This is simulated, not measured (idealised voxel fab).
Name of the process module below: voxel gate over fins
Square cell edge 5 nm, section width 235 nm, ID cut.
How to read a cross-section here: the picture is a grid of square cells, written as bands going from the top down, and any band can span one or more rows of cells.
The entry gives the band's vertical extent as a top height and a bottom height in nm, then its horizontal make-up as materials from left to right, each with a width in nm. "air" stands for empty space; a single material marked "throughout" fills the band edge to edge.
Heights from 0 (as-received wafer is one material below). Bottom band endless downward, as "z 0 and below".
The two numbers in a width such as "30->40" mark its ends across the band: the first belongs to the top row of cells, the second to the bottom row, and from each row to the next the width moves by the same amount.
What does "nothing different" mean for a step? It means no cell of the cross-section changed in that step.
"Unvented voids" contains a list of empty spaces, each no smaller than 8 cells and without an open way to the top, written in the form width x height at distance with the distance from the left edge and all three in nm.
That trailing text on a step's line, after the settings, is the simulator's own remark on the step.
If you see "overlay nm" on a step's line and that step has a mask, it's telling you how far right of where it was planned the mask ended up; a negative number means it went left instead.

[This section lists the process steps that were planned]
1) RECEIVE | material Si
2) CONFORMAL_DEP | material SiN | thk nm 10
3) MASKED_ETCH | tone cover | mask id FINS | width nm 15 | pitch nm 50 | etch materials SiN | depth nm 10 | overlay nm 0
4) MASKED_ETCH | tone cover | mask id FINS | width nm 15 | pitch nm 50 | etch materials Si | depth nm 30 | overlay nm 0
5) OXIDIZE | depth nm 5
6) FILL_DEP | material SiO2 | thk nm 10
7) CMP | height nm 10
8) PATTERN | tone open | mask id RAIL | material resist | width nm 15 | thk nm 15 | overlay nm 0
9) DIRECTIONAL_ETCH | etch materials SiO2 | depth nm 35
10) STRIP | etch materials resist
11) CONFORMAL_DEP | material TiN | thk nm 5
12) FILL_DEP | material W | thk nm 5
13) CMP | height nm 10
14) SELECTIVE_ETCH | etch materials W Ru TiN | depth nm 30
15) FILL_DEP | material SiO2 | thk nm 5
16) CMP | height nm 10
17) SELECTIVE_ETCH | etch materials SiO2 | depth nm 20
18) STRIP | etch materials SiN
19) CONFORMAL_DEP | material HfO2 | thk nm 5
20) CONFORMAL_DEP | material TiN | thk nm 5
21) CONFORMAL_DEP | material TiAl | thk nm 5
22) CONFORMAL_DEP | material TiN | thk nm 5
23) FILL_DEP | material W | thk nm 10
24) CMP | height nm 25
25) CONFORMAL_DEP | material SiN | thk nm 5

[As-received wafer cross-section (after step 1)]
  z 0 and below: Si throughout
  Unvented voids: none

[First of two wafers: cross-section at end of module, run per plan]
  z 30 to 25: SiN throughout
  z 25 to 20: W throughout
  z 20 to 15: W=20 | TiN=45 | W=5 | TiN=45 | W=5 | TiN=45 | W=5 | TiN=45 | W=20
  z 15 to 10: W=20 | TiN=5 | TiAl=35 | TiN=5 | W=5 | TiN=5 | TiAl=35 | TiN=5 | W=5 | TiN=5 | TiAl=35 | TiN=5 | W=5 | TiN=5 | TiAl=35 | TiN=5 | W=20
  z 10 to 5: TiN=25 | TiAl=5 | TiN=25 | TiAl=5 | TiN=15 | TiAl=5 | TiN=25 | TiAl=5 | TiN=15 | TiAl=5 | TiN=25 | TiAl=5 | TiN=15 | TiAl=5 | TiN=25 | TiAl=5 | TiN=25
  z 5 to 0: TiAl=30 | TiN=5 | HfO2=15 | TiN=5 | TiAl=25 | TiN=5 | HfO2=15 | TiN=5 | TiAl=25 | TiN=5 | HfO2=15 | TiN=5 | TiAl=25 | TiN=5 | HfO2=15 | TiN=5 | TiAl=30
  z 0 to -5: TiN=35 | HfO2=5 | Si=5 | HfO2=5 | TiN=35 | HfO2=5 | Si=5 | HfO2=5 | TiN=35 | HfO2=5 | Si=5 | HfO2=5 | TiN=35 | HfO2=5 | Si=5 | HfO2=5 | TiN=35
  z -5 to -10: HfO2=40 | Si=5 | HfO2=45 | Si=5 | HfO2=45 | Si=5 | HfO2=45 | Si=5 | HfO2=40
  z -10 to -20: SiO2=40 | Si=5 | SiO2=45 | Si=5 | SiO2=45 | Si=5 | SiO2=45 | Si=5 | SiO2=40
  z -20 to -25: SiO2=40 | Si=5 | SiO2=15 | TiN=15 | SiO2=15 | Si=5 | SiO2=45 | Si=5 | SiO2=45 | Si=5 | SiO2=40
  z -25 to -35: SiO2=40 | Si=5 | SiO2=45 | Si=5 | SiO2=45 | Si=5 | SiO2=45 | Si=5 | SiO2=40
  z -35 and below: Si throughout
  Unvented voids: none

[Here's the second of our two wafers sectioned at module end. Same start as the first, same plan, but one mistake got made running it]
  z 30 to 25: SiN throughout
  z 25 to 20: W throughout
  z 20 to 15: W=20 | TiAl=45 | W=5 | TiAl=45 | W=5 | TiAl=45 | W=5 | TiAl=45 | W=20
  z 15 to 10: W=20 | TiAl=5 | TiN=35 | TiAl=5 | W=5 | TiAl=5 | TiN=35 | TiAl=5 | W=5 | TiAl=5 | TiN=35 | TiAl=5 | W=5 | TiAl=5 | TiN=35 | TiAl=5 | W=20
  z 10 to 5: TiAl=25 | TiN=35 | TiAl=15 | TiN=35 | TiAl=15 | TiN=35 | TiAl=15 | TiN=35 | TiAl=25
  z 5 to 0: TiN=35 | HfO2=15 | TiN=35 | HfO2=15 | TiN=35 | HfO2=15 | TiN=35 | HfO2=15 | TiN=35
  z 0 to -5: TiN=35 | HfO2=5 | Si=5 | HfO2=5 | TiN=35 | HfO2=5 | Si=5 | HfO2=5 | TiN=35 | HfO2=5 | Si=5 | HfO2=5 | TiN=35 | HfO2=5 | Si=5 | HfO2=5 | TiN=35
  z -5 to -10: HfO2=40 | Si=5 | HfO2=45 | Si=5 | HfO2=45 | Si=5 | HfO2=45 | Si=5 | HfO2=40
  z -10 to -20: SiO2=40 | Si=5 | SiO2=45 | Si=5 | SiO2=45 | Si=5 | SiO2=45 | Si=5 | SiO2=40
  z -20 to -25: SiO2=40 | Si=5 | SiO2=15 | TiN=15 | SiO2=15 | Si=5 | SiO2=45 | Si=5 | SiO2=45 | Si=5 | SiO2=40
  z -25 to -35: SiO2=40 | Si=5 | SiO2=45 | Si=5 | SiO2=45 | Si=5 | SiO2=45 | Si=5 | SiO2=40
  z -35 and below: Si throughout
  Unvented voids: none
Deviation from plan: steps 21 and 22 of the plan were run in the wrong order, each in the other's place
The concluding comparison shows that, measured in cells, each material is equally abundant on both wafers, albeit at different positions.
